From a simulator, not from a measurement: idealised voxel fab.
This section sets out a process module, namely voxel trench capacitor.
The width of the displayed cross-section, cut, is 175 nm; its cells are square, with a size of 5 nm.
In this document a cross-section is written as a grid of square cells. It is given as a series of bands, listed from the top down, and a band is one or more rows of cells.
A band entry consists of two parts. The first gives the height of the band's top and the height of its bottom, in nm. The rest lists the band's materials from left to right, each with its width in nm. A single material labelled with the word "everywhere" fills the band from edge to edge, and the word "empty" marks empty space.
Convention: height 0 is the level below which the wafer, as received, is all one material. The lowest band does not terminate at the bottom but continues downward, represented as "0 -> down".
Width "30 to 40": first value at the band's top row of cells, second value at its bottom row, equal change from row to row.
"no alteration" (step): cross-section cells unchanged, all of them.
Listed in "Closed void entries": every empty space of 8 or more cells without an open way to the top. Form: width x height at distance, the distance being from the left edge, all in nm.
Formally, on a step line, whatever follows the settings is a remark that the simulator itself makes on the step.
The optional step-line setting "overlay nm" applies to steps with a mask and quantifies how far to the right of its planned location the mask lay, a negative value indicating leftward placement.

### Process steps - plan
1. RECEIVE | material Si
2. CONFORMAL_DEP | material SiN | thk nm 10
3. DIRECTIONAL_DEP | material aC | thk nm 15
4. PATTERN | tone open | mask id TRENCH | material resist | width nm 25 | pitch nm 40 | thk nm 30 | overlay nm 0
5. DIRECTIONAL_ETCH | etch materials aC | depth nm 15
6. STRIP | etch materials resist
7. DIRECTIONAL_ETCH | etch materials SiN | depth nm 10
8. DIRECTIONAL_ETCH | etch materials Si | depth nm 35
9. STRIP | etch materials aC
10. CONFORMAL_DEP | material Al2O3 | thk nm 5
11. CONFORMAL_DEP | material TiN | thk nm 5
12. FILL_DEP | material W | thk nm 10
13. CMP | height nm 10

### The first of a set of two wafers, run to plan

### As-received wafer cross-section (after step 1)
> 0 -> down = Si everywhere
> Closed void entries: none

### Wafer after step 2 (cross-section)
> 10 -> 0 = SiN everywhere
> Heights below 0 show no change.

### Wafer after step 3 (cross-section)
> 25 -> 10 = aC everywhere
> Heights below 10 show no change.

### Wafer after step 4 (cross-section)
> 55 -> 25 = resist (35) | empty (25) | resist (15) | empty (25) | resist (15) | empty (25) | resist (35)
> Heights below 25 show no change.

### Wafer after step 5 (cross-section)
> 40 -> 25 = resist (35) | empty (25) | resist (15) | empty (25) | resist (15) | empty (25) | resist (35)
> 25 -> 10 = aC (35) | empty (25) | aC (15) | empty (25) | aC (15) | empty (25) | aC (35)
> Heights below 10 show no change.

### Wafer after step 6 (cross-section)
> 25 -> 10 = aC (35) | empty (25) | aC (15) | empty (25) | aC (15) | empty (25) | aC (35)
> Heights below 10 show no change.

### Wafer after step 7 (cross-section)
> 25 -> 10 = aC (35) | empty (25) | aC (15) | empty (25) | aC (15) | empty (25) | aC (35)
> 10 -> 0 = SiN (35) | empty (25) | SiN (15) | empty (25) | SiN (15) | empty (25) | SiN (35)
> Heights below 0 show no change.

### Wafer after step 8 (cross-section)
> 25 -> 10 = aC (35) | empty (25) | aC (15) | empty (25) | aC (15) | empty (25) | aC (35)
> 10 -> 0 = SiN (35) | empty (25) | SiN (15) | empty (25) | SiN (15) | empty (25) | SiN (35)
> 0 -> -35 = Si (35) | empty (25) | Si (15) | empty (25) | Si (15) | empty (25) | Si (35)
> Heights below -35 show no change.

### Wafer after step 9 (cross-section)
> 10 -> 0 = SiN (35) | empty (25) | SiN (15) | empty (25) | SiN (15) | empty (25) | SiN (35)
> Heights below 0 show no change.

### Wafer after step 10 (cross-section)
> 15 -> 10 = Al2O3 (40) | empty (15) | Al2O3 (25) | empty (15) | Al2O3 (25) | empty (15) | Al2O3 (40)
> 10 -> 0 = SiN (35) | Al2O3 (5) | empty (15) | Al2O3 (5) | SiN (15) | Al2O3 (5) | empty (15) | Al2O3 (5) | SiN (15) | Al2O3 (5) | empty (15) | Al2O3 (5) | SiN (35)
> 0 -> -30 = Si (35) | Al2O3 (5) | empty (15) | Al2O3 (5) | Si (15) | Al2O3 (5) | empty (15) | Al2O3 (5) | Si (15) | Al2O3 (5) | empty (15) | Al2O3 (5) | Si (35)
> -30 -> -35 = Si (35) | Al2O3 (25) | Si (15) | Al2O3 (25) | Si (15) | Al2O3 (25) | Si (35)
> Heights below -35 show no change.

### Wafer after step 11 (cross-section)
> 20 -> 15 = TiN (45) | empty (5) | TiN (35) | empty (5) | TiN (35) | empty (5) | TiN (45)
> 15 -> 10 = Al2O3 (40) | TiN (5) | empty (5) | TiN (5) | Al2O3 (25) | TiN (5) | empty (5) | TiN (5) | Al2O3 (25) | TiN (5) | empty (5) | TiN (5) | Al2O3 (40)
> 10 -> 0 = SiN (35) | Al2O3 (5) | TiN (5) | empty (5) | TiN (5) | Al2O3 (5) | SiN (15) | Al2O3 (5) | TiN (5) | empty (5) | TiN (5) | Al2O3 (5) | SiN (15) | Al2O3 (5) | TiN (5) | empty (5) | TiN (5) | Al2O3 (5) | SiN (35)
> 0 -> -25 = Si (35) | Al2O3 (5) | TiN (5) | empty (5) | TiN (5) | Al2O3 (5) | Si (15) | Al2O3 (5) | TiN (5) | empty (5) | TiN (5) | Al2O3 (5) | Si (15) | Al2O3 (5) | TiN (5) | empty (5) | TiN (5) | Al2O3 (5) | Si (35)
> -25 -> -30 = Si (35) | Al2O3 (5) | TiN (15) | Al2O3 (5) | Si (15) | Al2O3 (5) | TiN (15) | Al2O3 (5) | Si (15) | Al2O3 (5) | TiN (15) | Al2O3 (5) | Si (35)
> Heights below -30 show no change.

### Wafer after step 12 (cross-section)
> 30 -> 20 = W everywhere
> 20 -> 15 = TiN (45) | W (5) | TiN (35) | W (5) | TiN (35) | W (5) | TiN (45)
> 15 -> 10 = Al2O3 (40) | TiN (5) | W (5) | TiN (5) | Al2O3 (25) | TiN (5) | W (5) | TiN (5) | Al2O3 (25) | TiN (5) | W (5) | TiN (5) | Al2O3 (40)
> 10 -> 0 = SiN (35) | Al2O3 (5) | TiN (5) | W (5) | TiN (5) | Al2O3 (5) | SiN (15) | Al2O3 (5) | TiN (5) | W (5) | TiN (5) | Al2O3 (5) | SiN (15) | Al2O3 (5) | TiN (5) | W (5) | TiN (5) | Al2O3 (5) | SiN (35)
> 0 -> -25 = Si (35) | Al2O3 (5) | TiN (5) | W (5) | TiN (5) | Al2O3 (5) | Si (15) | Al2O3 (5) | TiN (5) | W (5) | TiN (5) | Al2O3 (5) | Si (15) | Al2O3 (5) | TiN (5) | W (5) | TiN (5) | Al2O3 (5) | Si (35)
> Heights below -25 show no change.

### Wafer after step 13 (cross-section)
> 10 -> 0 = SiN (35) | Al2O3 (5) | TiN (5) | W (5) | TiN (5) | Al2O3 (5) | SiN (15) | Al2O3 (5) | TiN (5) | W (5) | TiN (5) | Al2O3 (5) | SiN (15) | Al2O3 (5) | TiN (5) | W (5) | TiN (5) | Al2O3 (5) | SiN (35)
> Heights below 0 show no change.

### What follows concerns the second wafer, which started out like the first and was meant to follow the very same plan; one mistake crept in when it was run, but everything up to and including step 3 is the same as for the first wafer

### Second wafer, section view, time point: scheduled end of step 4
> 55 -> 25 = resist (30) | empty (25) | resist (15) | empty (25) | resist (15) | empty (25) | resist (40)
> Heights below 25 show no change.

### Second wafer, section view, time point: scheduled end of step 5
> 40 -> 25 = resist (30) | empty (25) | resist (15) | empty (25) | resist (15) | empty (25) | resist (40)
> 25 -> 10 = aC (30) | empty (25) | aC (15) | empty (25) | aC (15) | empty (25) | aC (40)
> Heights below 10 show no change.

### Second wafer, section view, time point: scheduled end of step 6
> 25 -> 10 = aC (30) | empty (25) | aC (15) | empty (25) | aC (15) | empty (25) | aC (40)
> Heights below 10 show no change.

### Second wafer, section view, time point: scheduled end of step 7
> 25 -> 10 = aC (30) | empty (25) | aC (15) | empty (25) | aC (15) | empty (25) | aC (40)
> 10 -> 0 = SiN (30) | empty (25) | SiN (15) | empty (25) | SiN (15) | empty (25) | SiN (40)
> Heights below 0 show no change.

### Second wafer, section view, time point: scheduled end of step 8
> 25 -> 10 = aC (30) | empty (25) | aC (15) | empty (25) | aC (15) | empty (25) | aC (40)
> 10 -> 0 = SiN (30) | empty (25) | SiN (15) | empty (25) | SiN (15) | empty (25) | SiN (40)
> 0 -> -35 = Si (30) | empty (25) | Si (15) | empty (25) | Si (15) | empty (25) | Si (40)
> Heights below -35 show no change.

### Second wafer, section view, time point: scheduled end of step 9
> 10 -> 0 = SiN (30) | empty (25) | SiN (15) | empty (25) | SiN (15) | empty (25) | SiN (40)
> Heights below 0 show no change.

### Second wafer, section view, time point: scheduled end of step 10
> 15 -> 10 = Al2O3 (35) | empty (15) | Al2O3 (25) | empty (15) | Al2O3 (25) | empty (15) | Al2O3 (45)
> 10 -> 0 = SiN (30) | Al2O3 (5) | empty (15) | Al2O3 (5) | SiN (15) | Al2O3 (5) | empty (15) | Al2O3 (5) | SiN (15) | Al2O3 (5) | empty (15) | Al2O3 (5) | SiN (40)
> 0 -> -30 = Si (30) | Al2O3 (5) | empty (15) | Al2O3 (5) | Si (15) | Al2O3 (5) | empty (15) | Al2O3 (5) | Si (15) | Al2O3 (5) | empty (15) | Al2O3 (5) | Si (40)
> -30 -> -35 = Si (30) | Al2O3 (25) | Si (15) | Al2O3 (25) | Si (15) | Al2O3 (25) | Si (40)
> Heights below -35 show no change.

### Second wafer, section view, time point: scheduled end of step 11
> 20 -> 15 = TiN (40) | empty (5) | TiN (35) | empty (5) | TiN (35) | empty (5) | TiN (50)
> 15 -> 10 = Al2O3 (35) | TiN (5) | empty (5) | TiN (5) | Al2O3 (25) | TiN (5) | empty (5) | TiN (5) | Al2O3 (25) | TiN (5) | empty (5) | TiN (5) | Al2O3 (45)
> 10 -> 0 = SiN (30) | Al2O3 (5) | TiN (5) | empty (5) | TiN (5) | Al2O3 (5) | SiN (15) | Al2O3 (5) | TiN (5) | empty (5) | TiN (5) | Al2O3 (5) | SiN (15) | Al2O3 (5) | TiN (5) | empty (5) | TiN (5) | Al2O3 (5) | SiN (40)
> 0 -> -25 = Si (30) | Al2O3 (5) | TiN (5) | empty (5) | TiN (5) | Al2O3 (5) | Si (15) | Al2O3 (5) | TiN (5) | empty (5) | TiN (5) | Al2O3 (5) | Si (15) | Al2O3 (5) | TiN (5) | empty (5) | TiN (5) | Al2O3 (5) | Si (40)
> -25 -> -30 = Si (30) | Al2O3 (5) | TiN (15) | Al2O3 (5) | Si (15) | Al2O3 (5) | TiN (15) | Al2O3 (5) | Si (15) | Al2O3 (5) | TiN (15) | Al2O3 (5) | Si (40)
> Heights below -30 show no change.

### Second wafer, section view, time point: scheduled end of step 12
> 30 -> 20 = W everywhere
> 20 -> 15 = TiN (40) | W (5) | TiN (35) | W (5) | TiN (35) | W (5) | TiN (50)
> 15 -> 10 = Al2O3 (35) | TiN (5) | W (5) | TiN (5) | Al2O3 (25) | TiN (5) | W (5) | TiN (5) | Al2O3 (25) | TiN (5) | W (5) | TiN (5) | Al2O3 (45)
> 10 -> 0 = SiN (30) | Al2O3 (5) | TiN (5) | W (5) | TiN (5) | Al2O3 (5) | SiN (15) | Al2O3 (5) | TiN (5) | W (5) | TiN (5) | Al2O3 (5) | SiN (15) | Al2O3 (5) | TiN (5) | W (5) | TiN (5) | Al2O3 (5) | SiN (40)
> 0 -> -25 = Si (30) | Al2O3 (5) | TiN (5) | W (5) | TiN (5) | Al2O3 (5) | Si (15) | Al2O3 (5) | TiN (5) | W (5) | TiN (5) | Al2O3 (5) | Si (15) | Al2O3 (5) | TiN (5) | W (5) | TiN (5) | Al2O3 (5) | Si (40)
> Heights below -25 show no change.

### Second wafer, section view, time point: scheduled end of step 13
> 10 -> 0 = SiN (30) | Al2O3 (5) | TiN (5) | W (5) | TiN (5) | Al2O3 (5) | SiN (15) | Al2O3 (5) | TiN (5) | W (5) | TiN (5) | Al2O3 (5) | SiN (15) | Al2O3 (5) | TiN (5) | W (5) | TiN (5) | Al2O3 (5) | SiN (40)
> Heights below 0 show no change.
The mistake made against the process plan was this: so step 4 ended up running with a different setting than we planned, it ran as PATTERN | tone open | mask id TRENCH | material resist | width nm 25 | pitch nm 40 | thk nm 30 | overlay nm -5
at the end the second wafer has, in cells: as many of each material as the first, in other places
